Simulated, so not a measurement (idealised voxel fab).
The process module that follows is named voxel self aligned vias.
Pictured: cross-section cut, 140 nm wide, on a grid of 5 nm square cells.
Cross-section = grid of square cells, listed top down in bands; band = one or more rows.
Heights first: top, then bottom, in nm. Then materials, left to right, each with a width in nm. "edge to edge" on a single material: fills the band edge to edge. "air": empty space.
Note: height 0 marks the level under which the wafer is uniformly one material as received. Lowest band unbounded below, written "0..down".
The expression "30 to 40" gives the width at the extremes of the band, the first number at its top row of cells and the second at its bottom row, with the width changing by equal amounts from each row to the next in between.
Where the words "no alteration" appear for a step, the cross-section shows no cell changed by that step; every cell remained as before.
"Sealed void list": sealed empty spaces, 8 cells or more, no open way to top, listed width x height at distance, with distance from the left edge and width, height and distance in nm.
Heads up: the bit after the settings on a step's line is the simulator's remark on that step.
overlay nm: mask right of planned place by this much (step with mask). Neg. = left.

**The process steps that were planned are listed below**
step 1: RECEIVE [material Si]
step 2: CONFORMAL_DEP [material SiO2] [thk nm 15]
step 3: CONFORMAL_DEP [material SiCN] [thk nm 5]
step 4: DIRECTIONAL_DEP [material SiO2] [thk nm 20]
step 5: MASKED_ETCH [tone open] [mask id LINES] [width nm 25] [pitch nm 50] [etch materials SiO2] [depth nm 20] [overlay nm 0]
step 6: CONFORMAL_DEP [material TiN] [thk nm 5]
step 7: FILL_DEP [material W] [thk nm 10]
step 8: CMP [height nm 40]
step 9: SELECTIVE_ETCH [etch materials W Ru TiN] [depth nm 10]
step 10: FILL_DEP [material SiN] [thk nm 5]
step 11: CMP [height nm 40]
step 12: DIRECTIONAL_DEP [material SiO2] [thk nm 15]
step 13: PATTERN [tone open] [mask id VIAS] [material resist] [width nm 35] [thk nm 20] [overlay nm 0]
step 14: DIRECTIONAL_ETCH [etch materials SiO2] [depth nm 15]
step 15: DIRECTIONAL_ETCH [etch materials SiN] [depth nm 10]
step 16: STRIP [etch materials resist]
step 17: CONFORMAL_DEP [material TiN] [thk nm 5]
step 18: FILL_DEP [material Cu] [thk nm 10]
step 19: CMP [height nm 55]
step 20: CONFORMAL_DEP [material SiN] [thk nm 5]

**The cross-section here shows the wafer as received, i.e. in its state after step 1**
    0..down = Si edge to edge
    Sealed void list: none

**Cross-section taken at module completion on the first of two wafers; processed per the plan**
    60..55 = SiN edge to edge
    55..45 = 25 of SiO2 / 5 of TiN / 25 of Cu / 5 of TiN / 80 of SiO2
    45..40 = 25 of SiO2 / 10 of TiN / 15 of Cu / 10 of TiN / 80 of SiO2
    40..35 = 30 of SiO2 / 5 of TiN / 15 of Cu / 5 of TiN / 25 of SiO2 / 25 of SiN / 35 of SiO2
    35..30 = 30 of SiO2 / 25 of TiN / 25 of SiO2 / 25 of SiN / 35 of SiO2
    30..25 = 30 of SiO2 / 5 of TiN / 15 of W / 5 of TiN / 25 of SiO2 / 5 of TiN / 15 of W / 5 of TiN / 35 of SiO2
    25..20 = 30 of SiO2 / 25 of TiN / 25 of SiO2 / 25 of TiN / 35 of SiO2
    20..15 = SiCN edge to edge
    15..0 = SiO2 edge to edge
    0..down = Si edge to edge
    Sealed void list: none

**Cross-section of the latter of the two wafers at module completion. It had an identical start and an identical plan to the former; in running it, one mistake was made**
    60..55 = SiN edge to edge
    55..45 = 25 of SiO2 / 5 of TiN / 25 of Cu / 5 of TiN / 80 of SiO2
    45..40 = 25 of SiO2 / 10 of TiN / 15 of Cu / 10 of TiN / 80 of SiO2
    40..35 = 30 of SiO2 / 25 of TiN / 25 of SiO2 / 25 of SiN / 35 of SiO2
    35..30 = SiCN edge to edge
    30..0 = SiO2 edge to edge
    0..down = Si edge to edge
    Sealed void list: none
The mistake made against the process plan was this: plan step 2 was twice executed
Upon completion, the second wafer contains, in terms of cells, a greater or smaller amount of certain materials than the first wafer: Cu -3 | SiN -5 | SiO2 +30 | TiN -16 | W -6
